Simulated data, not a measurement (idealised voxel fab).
The following is a process module called voxel ribs on slabs.
FYI the section here is cut, 170 nm wide, cells are 5 nm squares.
Reading order for cross-sections: top band down to bottom band. Underlying form: a grid of square cells. Band size: one or more rows of cells.
Band: top and bottom heights (nm) first, top before bottom; then materials from left to right, widths in nm. "edge to edge" marks a sole material filling the band edge to edge. "air" denotes empty space.
Heights are reckoned from 0. Under this level, the received wafer is all of one material. The bottommost band is open-ended downward, for example "0 -> down".
The expression "30 to 40" gives the width at the extremes of the band, the first number at its top row of cells and the second at its bottom row, with the width changing by equal amounts from each row to the next in between.
"changes: none" after a step means that no cell of the cross-section changed.
Closed empty spaces (no open way to the top) of 8 cells or more are what "Unvented internal voids" lists, each as width x height at distance from the left edge, nm for all three.
Step line, after settings: the simulator's comment on this step.
Among the settings permitted on a step's line is "overlay nm"; applied to a step with a mask, it specifies the extent to which the mask lay to the right of its planned position, whereas a negative figure signifies a position to the left.
The following list gives the planned process steps
1 op RECEIVE | material Si
2 op DIRECTIONAL_DEP | material SiO2 | thk nm 30
3 op DIRECTIONAL_DEP | material SiN | thk nm 15
4 op PATTERN | tone cover | mask id RIB | material resist | width nm 20 | thk nm 15 | overlay nm 0
5 op DIRECTIONAL_ETCH | etch materials SiN | depth nm 10
6 op STRIP | etch materials resist
7 op DIRECTIONAL_DEP | material aC | thk nm 15
8 op PATTERN | tone cover | mask id SLAB | material resist | width nm 70 | thk nm 35 | overlay nm 0
9 op DIRECTIONAL_ETCH | etch materials aC | depth nm 15
10 op STRIP | etch materials resist
11 op DIRECTIONAL_ETCH | etch materials SiN | depth nm 5
12 op STRIP | etch materials aC
13 op FILL_DEP | material SiO2 | thk nm 20
14 op CMP | height nm 55
15 op DIRECTIONAL_DEP | material W | thk nm 10
16 op DIRECTIONAL_DEP | material aC | thk nm 10
17 op PATTERN | tone cover | mask id HEATER | material resist | width nm 30 | thk nm 25 | overlay nm 0
18 op DIRECTIONAL_ETCH | etch materials aC | depth nm 10
19 op STRIP | etch materials resist
20 op DIRECTIONAL_ETCH | etch materials W | depth nm 10
21 op STRIP | etch materials aC
22 op CONFORMAL_DEP | material SiN | thk nm 5
Cross-sectional view of the wafer in its as-received condition, corresponding to the state after step 1
  0 -> down = Si edge to edge
  Unvented internal voids: none
Post-module cross-section: identical start and plan to those above, one misstep in execution
  70 -> 65 = air (65)  SiN (40)  air (65)
  65 -> 60 = air (65)  SiN (5)  W (30)  SiN (5)  air (65)
  60 -> 55 = SiN (70)  W (30)  SiN (70)
  55 -> 45 = SiO2 (75 to 50)  SiN (20 to 70)  SiO2 (75 to 50)
  45 -> 30 = SiN edge to edge
  30 -> 0 = SiO2 edge to edge
  0 -> down = Si edge to edge
  Unvented internal voids: none
Here's what went sideways: plan step 3 was twice executed
